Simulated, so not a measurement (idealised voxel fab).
Process module heading - voxel wiring stack
For reference, the cross-section in this document is cut, with width 295 nm and square cells of 5 nm.
In this document a cross-section is written as a grid of square cells. It is given as a series of bands, listed from the top down, and a band is one or more rows of cells.
It is stipulated that each band's entry specify, in nanometres, the height of the top of the band and then that of its bottom, followed by the materials of the band in left-to-right sequence, each together with its width in nanometres. A single material marked by the word "everywhere" is understood to fill the band from edge to edge; the word "blank" is understood to denote empty space.
Zero point of the height axis is 0; under it, received wafer = one material. Lowest band: continues down indefinitely, "z 0 and below".
The two numbers in a width such as "30..40" mark its ends across the band: the first belongs to the top row of cells, the second to the bottom row, and from each row to the next the width moves by the same amount.
"no alterations made" for a step: no cell of the cross-section changed in that step.
Basically, "Entrapped void list" tells you about the enclosed voids: empty spaces with no open way to the top, 8 cells or bigger, each written width x height at distance, where distance is from the left edge, all in nm.
Formally, on a step line, whatever follows the settings is a remark that the simulator itself makes on the step.
"overlay nm" denotes, for a step that has a mask, the displacement of the mask to the right of its planned place, with negative values corresponding to the left.
SO HERE'S THE LINEUP OF PROCESS STEPS WE PLANNED
- 1: RECEIVE,material Si
- 2: CONFORMAL_DEP,material SiO2,thk nm 10
- 3: DIRECTIONAL_DEP,material TiN,thk nm 5
- 4: DIRECTIONAL_DEP,material Ru,thk nm 20
- 5: MASKED_ETCH,tone cover,mask id METAL_1,width nm 30,pitch nm 50,etch materials Ru,depth nm 20,overlay nm 0
- 6: MASKED_ETCH,tone cover,mask id METAL_1,width nm 30,pitch nm 50,etch materials TiN,depth nm 5,overlay nm 0
- 7: FILL_DEP,material SiO2,thk nm 5
- 8: CMP,height nm 35
- 9: CONFORMAL_DEP,material SiCN,thk nm 5
- 10: DIRECTIONAL_DEP,material lowk,thk nm 25
- 11: MASKED_ETCH,tone open,mask id METAL_2_HOLES,width nm 15,pitch nm 50,etch materials lowk,depth nm 25,overlay nm 0
- 12: MASKED_ETCH,tone open,mask id METAL_2,width nm 30,pitch nm 50,etch materials lowk,depth nm 15,overlay nm 0
- 13: MASKED_ETCH,tone open,mask id METAL_2,width nm 30,pitch nm 50,etch materials SiCN,depth nm 5,overlay nm 0
- 14: CONFORMAL_DEP,material TiN,thk nm 5
- 15: FILL_DEP,material Ru,thk nm 5
- 16: CMP,height nm 65
- 17: CONFORMAL_DEP,material SiCN,thk nm 5
- 18: DIRECTIONAL_DEP,material SiO2,thk nm 10
- 19: MASKED_ETCH,tone open,mask id PLUG_2,width nm 15,pitch nm 100,etch materials SiO2,depth nm 10,overlay nm 0
- 20: MASKED_ETCH,tone open,mask id PLUG_2,width nm 15,pitch nm 100,etch materials SiCN,depth nm 5,overlay nm 0
- 21: EPI,material Ru,thk nm 10
- 22: EPI,material Ru,thk nm 5
- 23: DIRECTIONAL_DEP,material TiN,thk nm 5
- 24: DIRECTIONAL_DEP,material W,thk nm 25
- 25: MASKED_ETCH,tone cover,mask id METAL_3,width nm 30,pitch nm 50,etch materials W,depth nm 25,overlay nm 0
- 26: MASKED_ETCH,tone cover,mask id METAL_3,width nm 30,pitch nm 50,etch materials TiN,depth nm 5,overlay nm 0
- 27: CONFORMAL_DEP,material SiCN,thk nm 5
- 28: FILL_DEP,material lowk,thk nm 5
- 29: CMP,height nm 110
- 30: CONFORMAL_DEP,material SiCN,thk nm 5
- 31: DIRECTIONAL_DEP,material SiO2,thk nm 25
- 32: DIRECTIONAL_DEP,material aC,thk nm 10
- 33: PATTERN,tone open,mask id METAL_4,material resist,width nm 30,pitch nm 50,thk nm 25,overlay nm 0
- 34: DIRECTIONAL_ETCH,etch materials aC,depth nm 10
- 35: STRIP,etch materials resist
- 36: DIRECTIONAL_ETCH,etch materials SiO2,depth nm 15
- 37: STRIP,etch materials aC
- 38: MASKED_ETCH,tone open,mask id METAL_4_HOLES,width nm 15,pitch nm 50,etch materials SiO2,depth nm 10,overlay nm 0
- 39: MASKED_ETCH,tone open,mask id METAL_4_HOLES,width nm 15,pitch nm 50,etch materials SiCN,depth nm 5,overlay nm 0
- 40: CONFORMAL_DEP,material TiN,thk nm 5
- 41: FILL_DEP,material Cu,thk nm 10
- 42: CMP,height nm 140
- 43: CONFORMAL_DEP,material SiN,thk nm 5
CROSS-SECTION OF THE WAFER AT RECEIPT, WHICH IS THE CONDITION AFTER STEP 1
  z 0 and below | Si everywhere
  Entrapped void list: none
STARTING STRUCTURE AND PROCESS PLAN ARE AS SHOWN ABOVE, BUT ONE MISTAKE WAS MADE IN RUNNING THE MODULE; THE WAFER CROSS-SECTION AT THE END OF THE MODULE FOLLOWS
  z 145 to 140 | SiN everywhere
  z 140 to 130 | 55 of SiO2, then 5 of TiN, then 20 of Cu, then 5 of TiN, then 20 of SiO2, then 5 of TiN, then 20 of Cu, then 5 of TiN, then 20 of SiO2, then 5 of TiN, then 20 of Cu, then 5 of TiN, then 20 of SiO2, then 5 of TiN, then 20 of Cu, then 5 of TiN, then 60 of SiO2
  z 130 to 125 | 55 of SiO2, then 5 of TiN, then 5 of Cu, then 20 of TiN, then 20 of SiO2, then 5 of TiN, then 5 of Cu, then 20 of TiN, then 20 of SiO2, then 5 of TiN, then 5 of Cu, then 20 of TiN, then 20 of SiO2, then 5 of TiN, then 5 of Cu, then 20 of TiN, then 60 of SiO2
  z 125 to 115 | 55 of SiO2, then 5 of TiN, then 5 of Cu, then 5 of TiN, then 35 of SiO2, then 5 of TiN, then 5 of Cu, then 5 of TiN, then 35 of SiO2, then 5 of TiN, then 5 of Cu, then 5 of TiN, then 35 of SiO2, then 5 of TiN, then 5 of Cu, then 5 of TiN, then 75 of SiO2
  z 115 to 110 | 55 of SiCN, then 15 of TiN, then 35 of SiCN, then 15 of TiN, then 35 of SiCN, then 15 of TiN, then 35 of SiCN, then 15 of TiN, then 75 of SiCN
  z 110 to 95 | 50 of lowk, then 5 of SiCN, then 30 of W, then 5 of SiCN, then 10 of lowk, then 5 of SiCN, then 30 of W, then 5 of SiCN, then 10 of lowk, then 5 of SiCN, then 30 of W, then 5 of SiCN, then 10 of lowk, then 5 of SiCN, then 30 of W, then 5 of SiCN, then 55 of lowk
  z 95 to 90 | 40 of lowk, then 15 of SiCN, then 25 of TiN, then 5 of W, then 5 of SiCN, then 10 of lowk, then 5 of SiCN, then 30 of W, then 20 of SiCN, then 25 of TiN, then 5 of W, then 5 of SiCN, then 10 of lowk, then 5 of SiCN, then 30 of W, then 5 of SiCN, then 55 of lowk
  z 90 to 85 | 40 of lowk, then 5 of SiCN, then 35 of Ru, then 5 of W, then 5 of SiCN, then 10 of lowk, then 5 of SiCN, then 30 of W, then 10 of SiCN, then 35 of Ru, then 5 of W, then 5 of SiCN, then 10 of lowk, then 5 of SiCN, then 30 of W, then 5 of SiCN, then 55 of lowk
  z 85 to 80 | 45 of SiCN, then 35 of Ru, then 5 of TiN, then 20 of SiCN, then 30 of TiN, then 10 of SiCN, then 35 of Ru, then 5 of TiN, then 20 of SiCN, then 30 of TiN, then 60 of SiCN
  z 80 to 70 | 55 of SiO2, then 15 of Ru, then 85 of SiO2, then 15 of Ru, then 125 of SiO2
  z 70 to 65 | 55 of SiCN, then 15 of Ru, then 85 of SiCN, then 15 of Ru, then 125 of SiCN
  z 65 to 55 | 55 of lowk, then 5 of TiN, then 20 of Ru, then 5 of TiN, then 20 of lowk, then 5 of TiN, then 20 of Ru, then 5 of TiN, then 20 of lowk, then 5 of TiN, then 20 of Ru, then 5 of TiN, then 20 of lowk, then 5 of TiN, then 20 of Ru, then 5 of TiN, then 60 of lowk
  z 55 to 50 | 55 of lowk, then 5 of TiN, then 5 of Ru, then 20 of TiN, then 20 of lowk, then 5 of TiN, then 5 of Ru, then 20 of TiN, then 20 of lowk, then 5 of TiN, then 5 of Ru, then 20 of TiN, then 20 of lowk, then 5 of TiN, then 5 of Ru, then 20 of TiN, then 60 of lowk
  z 50 to 40 | 55 of lowk, then 5 of TiN, then 5 of Ru, then 5 of TiN, then 35 of lowk, then 5 of TiN, then 5 of Ru, then 5 of TiN, then 35 of lowk, then 5 of TiN, then 5 of Ru, then 5 of TiN, then 35 of lowk, then 5 of TiN, then 5 of Ru, then 5 of TiN, then 75 of lowk
  z 40 to 35 | 55 of SiCN, then 15 of TiN, then 35 of SiCN, then 15 of TiN, then 35 of SiCN, then 15 of TiN, then 35 of SiCN, then 15 of TiN, then 75 of SiCN
  z 35 to 15 | 55 of SiO2, then 30 of Ru, then 20 of SiO2, then 30 of Ru, then 20 of SiO2, then 30 of Ru, then 20 of SiO2, then 30 of Ru, then 60 of SiO2
  z 15 to 10 | 55 of SiO2, then 30 of TiN, then 20 of SiO2, then 30 of TiN, then 20 of SiO2, then 30 of TiN, then 20 of SiO2, then 30 of TiN, then 60 of SiO2
  z 10 to 0 | SiO2 everywhere
  z 0 and below | Si everywhere
  Entrapped void list: none
Processing error: step 21 in the plan was executed twice
